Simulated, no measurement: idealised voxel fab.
process module | voxel air gaps
cross-section cut | 185 nm wide | cells 5 nm
A cross-section is a grid of square cells, given in bands from the top down. A band is one or more rows of cells.
Each band's line starts with the height of the band's top and of its bottom, in nm. Then come its materials from left to right, each with its width in nm. One material with "throughout" fills the band from edge to edge. "air" is empty space.
Height 0 is the level under which the wafer as received is all one material. The lowest band goes on downwards, as in "0 down".
A width such as "30 to 40" changes by the same amount from each row of cells to the next, from the band's top row to its bottom row.
"no change" after a step means that no cell of the cross-section changed.
closed voids: empty space of 8 cells or more with no open way to the top, each as width x height at its distance from the left edge, in nm
after a step's settings: what the simulator itself notes on the step
overlay nm, on a step with a mask: how far to the right of its planned place the mask lay; to the left if negative
plan
1 op RECEIVE | material Si
2 op CONFORMAL_DEP | material SiO2 | thk nm 10
3 op CONFORMAL_DEP | material SiN | thk nm 5
4 op DIRECTIONAL_DEP | material lowk | thk nm 40
5 op MASKED_ETCH | tone open | mask id LINES | width nm 20 | pitch nm 50 | etch materials lowk | depth nm 40 | overlay nm 0
6 op CONFORMAL_DEP | material TiN | thk nm 5
7 op FILL_DEP | material Cu | thk nm 10
8 op CMP | height nm 55
9 op EPI | material Ru | thk nm 10
10 op SELECTIVE_ETCH | etch materials lowk | depth nm 50
11 op CONFORMAL_DEP | material SiCN | thk nm 5
as received, after step 1
  0 down: Si throughout
  closed voids: none
first wafer at the end, as planned
  70 to 65: air 15 | SiCN 150 | air 20
  65 to 55: air 15 | SiCN 5 | Ru 40 | SiCN 10 | Ru 40 | SiCN 10 | Ru 40 | SiCN 5 | air 20
  55 to 50: air 15 | SiCN 15 | TiN 5 | Cu 10 | TiN 5 | SiCN 30 | TiN 5 | Cu 10 | TiN 5 | SiCN 30 | TiN 5 | Cu 10 | TiN 5 | SiCN 15 | air 20
  50 to 20: air 25 | SiCN 5 | TiN 5 | Cu 10 | TiN 5 | SiCN 5 | air 20 | SiCN 5 | TiN 5 | Cu 10 | TiN 5 | SiCN 5 | air 20 | SiCN 5 | TiN 5 | Cu 10 | TiN 5 | SiCN 5 | air 30
  20 to 15: SiCN 30 | TiN 20 | SiCN 30 | TiN 20 | SiCN 30 | TiN 20 | SiCN 35
  15 to 10: SiN throughout
  10 to 0: SiO2 throughout
  0 down: Si throughout
  closed voids: 20 x 30 at 55; 20 x 30 at 105
second wafer at the end: like start, like plan, one mistake
  80 to 75: air 5 | SiCN 170 | air 10
  75 to 55: air 5 | SiCN 5 | Ru 160 | SiCN 5 | air 10
  55 to 50: air 5 | SiCN 25 | TiN 5 | Cu 10 | TiN 5 | lowk 30 | TiN 5 | Cu 10 | TiN 5 | lowk 30 | TiN 5 | Cu 10 | TiN 5 | SiCN 25 | air 10
  50 to 20: air 25 | SiCN 5 | TiN 5 | Cu 10 | TiN 5 | lowk 30 | TiN 5 | Cu 10 | TiN 5 | lowk 30 | TiN 5 | Cu 10 | TiN 5 | SiCN 5 | air 30
  20 to 15: SiCN 30 | TiN 20 | lowk 30 | TiN 20 | lowk 30 | TiN 20 | SiCN 35
  15 to 10: SiN throughout
  10 to 0: SiO2 throughout
  0 down: Si throughout
  closed voids: none
what went wrong: step 9 was run twice
at the end the second wafer has, in cells: 80 more of Ru | 44 fewer of SiCN | 96 more of lowk
closed voids at the end (first wafer, second wafer): 2, 0
